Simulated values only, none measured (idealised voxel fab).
Process module under the name voxel self aligned vias
Cross-section cut: width 170 nm, square cells of 5 nm.
Reading order for cross-sections: top band down to bottom band. Underlying form: a grid of square cells. Band size: one or more rows of cells.
It is stipulated that each band's entry specify, in nanometres, the height of the top of the band and then that of its bottom, followed by the materials of the band in left-to-right sequence, each together with its width in nanometres. A single material marked by the word "edge to edge" is understood to fill the band from edge to edge; the word "empty" is understood to denote empty space.
Zero point of the height axis is 0; under it, received wafer = one material. Lowest band: continues down indefinitely, "0..down".
The expression "30->40" gives the width at the extremes of the band, the first number at its top row of cells and the second at its bottom row, with the width changing by equal amounts from each row to the next in between.
"remained the same" -> step changed no cross-section cell.
Each empty space that has no open way to the top and spans at least 8 cells appears under "Enclosed cavities" as width x height at distance, the distance counted from the left edge, all in nm.
What comes after the settings on a step's line is commentary from the simulator itself on that step.
When a step includes a mask, the "overlay nm" setting on its line states how far to the right of its planned place that mask lay, and negative values state how far to the left.

**Steps in the process plan**
step 1: RECEIVE (material Si)
step 2: CONFORMAL_DEP (material SiO2; thk nm 15)
step 3: CONFORMAL_DEP (material SiCN; thk nm 5)
step 4: DIRECTIONAL_DEP (material lowk; thk nm 20)
step 5: PATTERN (tone open; mask id LINES; material resist; width nm 20; pitch nm 55; thk nm 20; overlay nm 0)
step 6: DIRECTIONAL_ETCH (etch materials lowk; depth nm 20)
step 7: STRIP (etch materials resist)
step 8: CONFORMAL_DEP (material TiN; thk nm 5)
step 9: FILL_DEP (material Ru; thk nm 5)
step 10: CMP (height nm 40)
step 11: SELECTIVE_ETCH (etch materials W Ru TiN; depth nm 10)
step 12: FILL_DEP (material SiN; thk nm 10)
step 13: CMP (height nm 40)
step 14: DIRECTIONAL_DEP (material lowk; thk nm 20)
step 15: MASKED_ETCH (tone open; mask id VIAS; width nm 30; pitch nm 110; etch materials lowk; depth nm 20; overlay nm 0)
step 16: MASKED_ETCH (tone open; mask id VIAS; width nm 30; pitch nm 110; etch materials SiN; depth nm 10; overlay nm 0)
step 17: CONFORMAL_DEP (material TiN; thk nm 5)
step 18: FILL_DEP (material Ru; thk nm 10)
step 19: CMP (height nm 60)
step 20: CONFORMAL_DEP (material SiN; thk nm 5)

**The first of the two wafers, which ran as planned**

**Received-state cross-section, reflecting completion of step 1**
0..down  Si edge to edge
Enclosed cavities: none

**Cross-section of the wafer after step 2**
15..0  SiO2 edge to edge
No changes below 0.

**Cross-section of the wafer after step 3**
20..15  SiCN edge to edge
No changes below 15.

**Cross-section of the wafer after step 4**
40..20  lowk edge to edge
No changes below 20.

**Cross-section of the wafer after step 5**
60..40  20 nm resist, 20 nm empty, 35 nm resist, 20 nm empty, 35 nm resist, 20 nm empty, 20 nm resist
No changes below 40.

**Cross-section of the wafer after step 6**
60..40  20 nm resist, 20 nm empty, 35 nm resist, 20 nm empty, 35 nm resist, 20 nm empty, 20 nm resist
40..20  20 nm lowk, 20 nm empty, 35 nm lowk, 20 nm empty, 35 nm lowk, 20 nm empty, 20 nm lowk
No changes below 20.

**Cross-section of the wafer after step 7**
40..20  20 nm lowk, 20 nm empty, 35 nm lowk, 20 nm empty, 35 nm lowk, 20 nm empty, 20 nm lowk
No changes below 20.

**Cross-section of the wafer after step 8**
45..40  25 nm TiN, 10 nm empty, 45 nm TiN, 10 nm empty, 45 nm TiN, 10 nm empty, 25 nm TiN
40..25  20 nm lowk, 5 nm TiN, 10 nm empty, 5 nm TiN, 35 nm lowk, 5 nm TiN, 10 nm empty, 5 nm TiN, 35 nm lowk, 5 nm TiN, 10 nm empty, 5 nm TiN, 20 nm lowk
25..20  20 nm lowk, 20 nm TiN, 35 nm lowk, 20 nm TiN, 35 nm lowk, 20 nm TiN, 20 nm lowk
No changes below 20.

**Cross-section of the wafer after step 9**
50..45  Ru edge to edge
45..40  25 nm TiN, 10 nm Ru, 45 nm TiN, 10 nm Ru, 45 nm TiN, 10 nm Ru, 25 nm TiN
40..25  20 nm lowk, 5 nm TiN, 10 nm Ru, 5 nm TiN, 35 nm lowk, 5 nm TiN, 10 nm Ru, 5 nm TiN, 35 nm lowk, 5 nm TiN, 10 nm Ru, 5 nm TiN, 20 nm lowk
No changes below 25.

**Cross-section of the wafer after step 10**
40..25  20 nm lowk, 5 nm TiN, 10 nm Ru, 5 nm TiN, 35 nm lowk, 5 nm TiN, 10 nm Ru, 5 nm TiN, 35 nm lowk, 5 nm TiN, 10 nm Ru, 5 nm TiN, 20 nm lowk
No changes below 25.

**Cross-section of the wafer after step 11**
40..30  20 nm lowk, 20 nm empty, 35 nm lowk, 20 nm empty, 35 nm lowk, 20 nm empty, 20 nm lowk
No changes below 30.

**Cross-section of the wafer after step 12**
50..40  SiN edge to edge
40..30  20 nm lowk, 20 nm SiN, 35 nm lowk, 20 nm SiN, 35 nm lowk, 20 nm SiN, 20 nm lowk
No changes below 30.

**Cross-section of the wafer after step 13**
40..30  20 nm lowk, 20 nm SiN, 35 nm lowk, 20 nm SiN, 35 nm lowk, 20 nm SiN, 20 nm lowk
No changes below 30.

**Cross-section of the wafer after step 14**
60..40  lowk edge to edge
No changes below 40.

**Cross-section of the wafer after step 15**
60..40  15 nm lowk, 30 nm empty, 80 nm lowk, 30 nm empty, 15 nm lowk
No changes below 40.

**Cross-section of the wafer after step 16**
60..40  15 nm lowk, 30 nm empty, 80 nm lowk, 30 nm empty, 15 nm lowk
40..30  20 nm lowk, 20 nm empty, 35 nm lowk, 20 nm SiN, 35 nm lowk, 20 nm empty, 20 nm lowk
No changes below 30.

**Cross-section of the wafer after step 17**
65..60  20 nm TiN, 20 nm empty, 90 nm TiN, 20 nm empty, 20 nm TiN
60..45  15 nm lowk, 5 nm TiN, 20 nm empty, 5 nm TiN, 80 nm lowk, 5 nm TiN, 20 nm empty, 5 nm TiN, 15 nm lowk
45..40  15 nm lowk, 10 nm TiN, 10 nm empty, 10 nm TiN, 80 nm lowk, 10 nm TiN, 10 nm empty, 10 nm TiN, 15 nm lowk
40..35  20 nm lowk, 5 nm TiN, 10 nm empty, 5 nm TiN, 35 nm lowk, 20 nm SiN, 35 nm lowk, 5 nm TiN, 10 nm empty, 5 nm TiN, 20 nm lowk
35..30  20 nm lowk, 20 nm TiN, 35 nm lowk, 20 nm SiN, 35 nm lowk, 20 nm TiN, 20 nm lowk
No changes below 30.

**Cross-section of the wafer after step 18**
75..65  Ru edge to edge
65..60  20 nm TiN, 20 nm Ru, 90 nm TiN, 20 nm Ru, 20 nm TiN
60..45  15 nm lowk, 5 nm TiN, 20 nm Ru, 5 nm TiN, 80 nm lowk, 5 nm TiN, 20 nm Ru, 5 nm TiN, 15 nm lowk
45..40  15 nm lowk, 10 nm TiN, 10 nm Ru, 10 nm TiN, 80 nm lowk, 10 nm TiN, 10 nm Ru, 10 nm TiN, 15 nm lowk
40..35  20 nm lowk, 5 nm TiN, 10 nm Ru, 5 nm TiN, 35 nm lowk, 20 nm SiN, 35 nm lowk, 5 nm TiN, 10 nm Ru, 5 nm TiN, 20 nm lowk
No changes below 35.

**Cross-section of the wafer after step 19**
60..45  15 nm lowk, 5 nm TiN, 20 nm Ru, 5 nm TiN, 80 nm lowk, 5 nm TiN, 20 nm Ru, 5 nm TiN, 15 nm lowk
No changes below 45.

**Cross-section of the wafer after step 20**
65..60  SiN edge to edge
No changes below 60.

**Notes, second wafer: start = first wafer's, plan = first wafer's, execution had one mistake; history identical to first through step 1**

**The second wafer cut through, at the time step 2 was supposed to be finished**
15..0  TiN edge to edge
No changes below 0.

**The second wafer cut through, at the time step 3 was supposed to be finished**
20..15  SiCN edge to edge
No changes below 15.

**The second wafer cut through, at the time step 4 was supposed to be finished**
40..20  lowk edge to edge
No changes below 20.

**The second wafer cut through, at the time step 5 was supposed to be finished**
60..40  20 nm resist, 20 nm empty, 35 nm resist, 20 nm empty, 35 nm resist, 20 nm empty, 20 nm resist
No changes below 40.

**The second wafer cut through, at the time step 6 was supposed to be finished**
60..40  20 nm resist, 20 nm empty, 35 nm resist, 20 nm empty, 35 nm resist, 20 nm empty, 20 nm resist
40..20  20 nm lowk, 20 nm empty, 35 nm lowk, 20 nm empty, 35 nm lowk, 20 nm empty, 20 nm lowk
No changes below 20.

**The second wafer cut through, at the time step 7 was supposed to be finished**
40..20  20 nm lowk, 20 nm empty, 35 nm lowk, 20 nm empty, 35 nm lowk, 20 nm empty, 20 nm lowk
No changes below 20.

**The second wafer cut through, at the time step 8 was supposed to be finished**
45..40  25 nm TiN, 10 nm empty, 45 nm TiN, 10 nm empty, 45 nm TiN, 10 nm empty, 25 nm TiN
40..25  20 nm lowk, 5 nm TiN, 10 nm empty, 5 nm TiN, 35 nm lowk, 5 nm TiN, 10 nm empty, 5 nm TiN, 35 nm lowk, 5 nm TiN, 10 nm empty, 5 nm TiN, 20 nm lowk
25..20  20 nm lowk, 20 nm TiN, 35 nm lowk, 20 nm TiN, 35 nm lowk, 20 nm TiN, 20 nm lowk
No changes below 20.

**The second wafer cut through, at the time step 9 was supposed to be finished**
50..45  Ru edge to edge
45..40  25 nm TiN, 10 nm Ru, 45 nm TiN, 10 nm Ru, 45 nm TiN, 10 nm Ru, 25 nm TiN
40..25  20 nm lowk, 5 nm TiN, 10 nm Ru, 5 nm TiN, 35 nm lowk, 5 nm TiN, 10 nm Ru, 5 nm TiN, 35 nm lowk, 5 nm TiN, 10 nm Ru, 5 nm TiN, 20 nm lowk
No changes below 25.

**The second wafer cut through, at the time step 10 was supposed to be finished**
40..25  20 nm lowk, 5 nm TiN, 10 nm Ru, 5 nm TiN, 35 nm lowk, 5 nm TiN, 10 nm Ru, 5 nm TiN, 35 nm lowk, 5 nm TiN, 10 nm Ru, 5 nm TiN, 20 nm lowk
No changes below 25.

**The second wafer cut through, at the time step 11 was supposed to be finished**
40..30  20 nm lowk, 20 nm empty, 35 nm lowk, 20 nm empty, 35 nm lowk, 20 nm empty, 20 nm lowk
No changes below 30.

**The second wafer cut through, at the time step 12 was supposed to be finished**
50..40  SiN edge to edge
40..30  20 nm lowk, 20 nm SiN, 35 nm lowk, 20 nm SiN, 35 nm lowk, 20 nm SiN, 20 nm lowk
No changes below 30.

**The second wafer cut through, at the time step 13 was supposed to be finished**
40..30  20 nm lowk, 20 nm SiN, 35 nm lowk, 20 nm SiN, 35 nm lowk, 20 nm SiN, 20 nm lowk
No changes below 30.

**The second wafer cut through, at the time step 14 was supposed to be finished**
60..40  lowk edge to edge
No changes below 40.

**The second wafer cut through, at the time step 15 was supposed to be finished**
60..40  15 nm lowk, 30 nm empty, 80 nm lowk, 30 nm empty, 15 nm lowk
No changes below 40.

**The second wafer cut through, at the time step 16 was supposed to be finished**
60..40  15 nm lowk, 30 nm empty, 80 nm lowk, 30 nm empty, 15 nm lowk
40..30  20 nm lowk, 20 nm empty, 35 nm lowk, 20 nm SiN, 35 nm lowk, 20 nm empty, 20 nm lowk
No changes below 30.

**The second wafer cut through, at the time step 17 was supposed to be finished**
65..60  20 nm TiN, 20 nm empty, 90 nm TiN, 20 nm empty, 20 nm TiN
60..45  15 nm lowk, 5 nm TiN, 20 nm empty, 5 nm TiN, 80 nm lowk, 5 nm TiN, 20 nm empty, 5 nm TiN, 15 nm lowk
45..40  15 nm lowk, 10 nm TiN, 10 nm empty, 10 nm TiN, 80 nm lowk, 10 nm TiN, 10 nm empty, 10 nm TiN, 15 nm lowk
40..35  20 nm lowk, 5 nm TiN, 10 nm empty, 5 nm TiN, 35 nm lowk, 20 nm SiN, 35 nm lowk, 5 nm TiN, 10 nm empty, 5 nm TiN, 20 nm lowk
35..30  20 nm lowk, 20 nm TiN, 35 nm lowk, 20 nm SiN, 35 nm lowk, 20 nm TiN, 20 nm lowk
No changes below 30.

**The second wafer cut through, at the time step 18 was supposed to be finished**
75..65  Ru edge to edge
65..60  20 nm TiN, 20 nm Ru, 90 nm TiN, 20 nm Ru, 20 nm TiN
60..45  15 nm lowk, 5 nm TiN, 20 nm Ru, 5 nm TiN, 80 nm lowk, 5 nm TiN, 20 nm Ru, 5 nm TiN, 15 nm lowk
45..40  15 nm lowk, 10 nm TiN, 10 nm Ru, 10 nm TiN, 80 nm lowk, 10 nm TiN, 10 nm Ru, 10 nm TiN, 15 nm lowk
40..35  20 nm lowk, 5 nm TiN, 10 nm Ru, 5 nm TiN, 35 nm lowk, 20 nm SiN, 35 nm lowk, 5 nm TiN, 10 nm Ru, 5 nm TiN, 20 nm lowk
No changes below 35.

**The second wafer cut through, at the time step 19 was supposed to be finished**
60..45  15 nm lowk, 5 nm TiN, 20 nm Ru, 5 nm TiN, 80 nm lowk, 5 nm TiN, 20 nm Ru, 5 nm TiN, 15 nm lowk
No changes below 45.

**The second wafer cut through, at the time step 20 was supposed to be finished**
65..60  SiN edge to edge
No changes below 60.
What broke from the plan during processing? step 2, actual vs plan mismatch, actual run CONFORMAL_DEP (material TiN; thk nm 15)
Once processing is complete, comparing cell counts shows that the second wafer has more or fewer of certain materials than the first: SiO2: 102 fewer | TiN: 102 more
